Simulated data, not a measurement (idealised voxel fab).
Proc. module: voxel spacer lines
Pictured: cross-section cut, 295 nm wide, on a grid of 5 nm square cells.
Reading order for cross-sections: top band down to bottom band. Underlying form: a grid of square cells. Band size: one or more rows of cells.
Within each band entry, the heights of the top and of the bottom of the band appear first, in that order and in nm; the materials of the band then follow from left to right, each with its corresponding width in nm. The designation "edge to edge" on a single material indicates that it fills the band from edge to edge; the designation "empty" indicates empty space.
Heights are reckoned from 0. Under this level, the received wafer is all of one material. The bottommost band is open-ended downward, for example "0 -> down".
Read "30->40" as a graded width: first number on top, second number at the bottom, same change between each pair of neighbouring rows.
Given "nothing altered" for a step, no cell of the cross-section differs between before and after that step.
Voids not open to the top, 8 cells minimum: see "Closed cavities". Written width x height at distance; distance is from the left edge; nm.
after a step's settings: what the simulator itself notes on the step
"overlay nm", when on a step's line for a step with a mask, measures how far to the right of its planned place the mask lay; a negative measure means to the left.

THESE ARE THE STEPS WE PLANNED FOR THE PROCESS
step 1: op RECEIVE | material Si
step 2: op CONFORMAL_DEP | material Al2O3 | thk nm 10
step 3: op DIRECTIONAL_DEP | material SiN | thk nm 20
step 4: op DIRECTIONAL_DEP | material aC | thk nm 30
step 5: op PATTERN | tone cover | mask id MANDREL | material resist | width nm 15 | pitch nm 60 | thk nm 40 | overlay nm 0
step 6: op DIRECTIONAL_ETCH | etch materials aC | depth nm 30
step 7: op STRIP | etch materials resist
step 8: op CONFORMAL_DEP | material SiO2 | thk nm 15
step 9: op DIRECTIONAL_ETCH | etch materials SiO2 | depth nm 15
step 10: op STRIP | etch materials aC
step 11: op DIRECTIONAL_ETCH | etch materials SiN | depth nm 20
step 12: op STRIP | etch materials SiO2
step 13: op FILL_DEP | material SiO2 | thk nm 10
step 14: op CMP | height nm 30

BELOW: THE FIRST OF TWO WAFERS, RUN AS PLANNED

AS-RECEIVED STATE OF THE WAFER IN CROSS-SECTION, EQUIVALENT TO POST-STEP 1
    0 -> down = Si edge to edge
    Closed cavities: none

WAFER XSEC, POST STEP 2
    10 -> 0 = Al2O3 edge to edge
    Nothing below the height 0 has changed.

WAFER XSEC, POST STEP 3
    30 -> 10 = SiN edge to edge
    Nothing below the height 10 has changed.

WAFER XSEC, POST STEP 4
    60 -> 30 = aC edge to edge
    Nothing below the height 30 has changed.

WAFER XSEC, POST STEP 5
    100 -> 60 = empty (80); resist (15); empty (45); resist (15); empty (45); resist (15); empty (80)
    Nothing below the height 60 has changed.

WAFER XSEC, POST STEP 6
    70 -> 60 = empty (80); resist (15); empty (45); resist (15); empty (45); resist (15); empty (80)
    60 -> 30 = empty (80); aC (15); empty (45); aC (15); empty (45); aC (15); empty (80)
    Nothing below the height 30 has changed.

WAFER XSEC, POST STEP 7
    60 -> 30 = empty (80); aC (15); empty (45); aC (15); empty (45); aC (15); empty (80)
    Nothing below the height 30 has changed.

WAFER XSEC, POST STEP 8
    75 -> 60 = empty (65); SiO2 (45); empty (15); SiO2 (45); empty (15); SiO2 (45); empty (65)
    60 -> 45 = empty (65); SiO2 (15); aC (15); SiO2 (15); empty (15); SiO2 (15); aC (15); SiO2 (15); empty (15); SiO2 (15); aC (15); SiO2 (15); empty (65)
    45 -> 30 = SiO2 (80); aC (15); SiO2 (45); aC (15); SiO2 (45); aC (15); SiO2 (80)
    Nothing below the height 30 has changed.

WAFER XSEC, POST STEP 9
    60 -> 30 = empty (65); SiO2 (15); aC (15); SiO2 (15); empty (15); SiO2 (15); aC (15); SiO2 (15); empty (15); SiO2 (15); aC (15); SiO2 (15); empty (65)
    Nothing below the height 30 has changed.

WAFER XSEC, POST STEP 10
    60 -> 30 = empty (65); SiO2 (15); empty (15); SiO2 (15); empty (15); SiO2 (15); empty (15); SiO2 (15); empty (15); SiO2 (15); empty (15); SiO2 (15); empty (65)
    Nothing below the height 30 has changed.

WAFER XSEC, POST STEP 11
    60 -> 30 = empty (65); SiO2 (15); empty (15); SiO2 (15); empty (15); SiO2 (15); empty (15); SiO2 (15); empty (15); SiO2 (15); empty (15); SiO2 (15); empty (65)
    30 -> 10 = empty (65); SiN (15); empty (15); SiN (15); empty (15); SiN (15); empty (15); SiN (15); empty (15); SiN (15); empty (15); SiN (15); empty (65)
    Nothing below the height 10 has changed.

WAFER XSEC, POST STEP 12
    30 -> 10 = empty (65); SiN (15); empty (15); SiN (15); empty (15); SiN (15); empty (15); SiN (15); empty (15); SiN (15); empty (15); SiN (15); empty (65)
    Nothing below the height 10 has changed.

WAFER XSEC, POST STEP 13
    40 -> 30 = SiO2 edge to edge
    30 -> 10 = SiO2 (65); SiN (15); SiO2 (15); SiN (15); SiO2 (15); SiN (15); SiO2 (15); SiN (15); SiO2 (15); SiN (15); SiO2 (15); SiN (15); SiO2 (65)
    Nothing below the height 10 has changed.

WAFER XSEC, POST STEP 14
    30 -> 10 = SiO2 (65); SiN (15); SiO2 (15); SiN (15); SiO2 (15); SiN (15); SiO2 (15); SiN (15); SiO2 (15); SiN (15); SiO2 (15); SiN (15); SiO2 (65)
    Nothing below the height 10 has changed.

THE REMAINING WAFER, SECOND OF THE TWO, STARTED LIKE THE FIRST AND WAS RUN TO THE SAME PLAN, EXCEPT THAT ONE MISTAKE WAS MADE ALONG THE WAY; THE TWO COINCIDE THROUGH STEP 12, INCLUSIVE

HERE IS THE SECOND WAFER IN CROSS-SECTION AT THE POINT WHERE STEP 13 OF THE PLAN SHOULD HAVE BEEN DONE
    40 -> 30 = aC edge to edge
    30 -> 10 = aC (65); SiN (15); aC (15); SiN (15); aC (15); SiN (15); aC (15); SiN (15); aC (15); SiN (15); aC (15); SiN (15); aC (65)
    Nothing below the height 10 has changed.

HERE IS THE SECOND WAFER IN CROSS-SECTION AT THE POINT WHERE STEP 14 OF THE PLAN SHOULD HAVE BEEN DONE
    30 -> 10 = aC (65); SiN (15); aC (15); SiN (15); aC (15); SiN (15); aC (15); SiN (15); aC (15); SiN (15); aC (15); SiN (15); aC (65)
    Nothing below the height 10 has changed.
What was done differently from what was planned? step 13 was processed under conditions differing from the plan, specifically as op FILL_DEP | material aC | thk nm 10
Wrapping up, a cell-based count of both wafers puts the second over or under the first for these materials: SiO2: 164 fewer, aC: 164 more
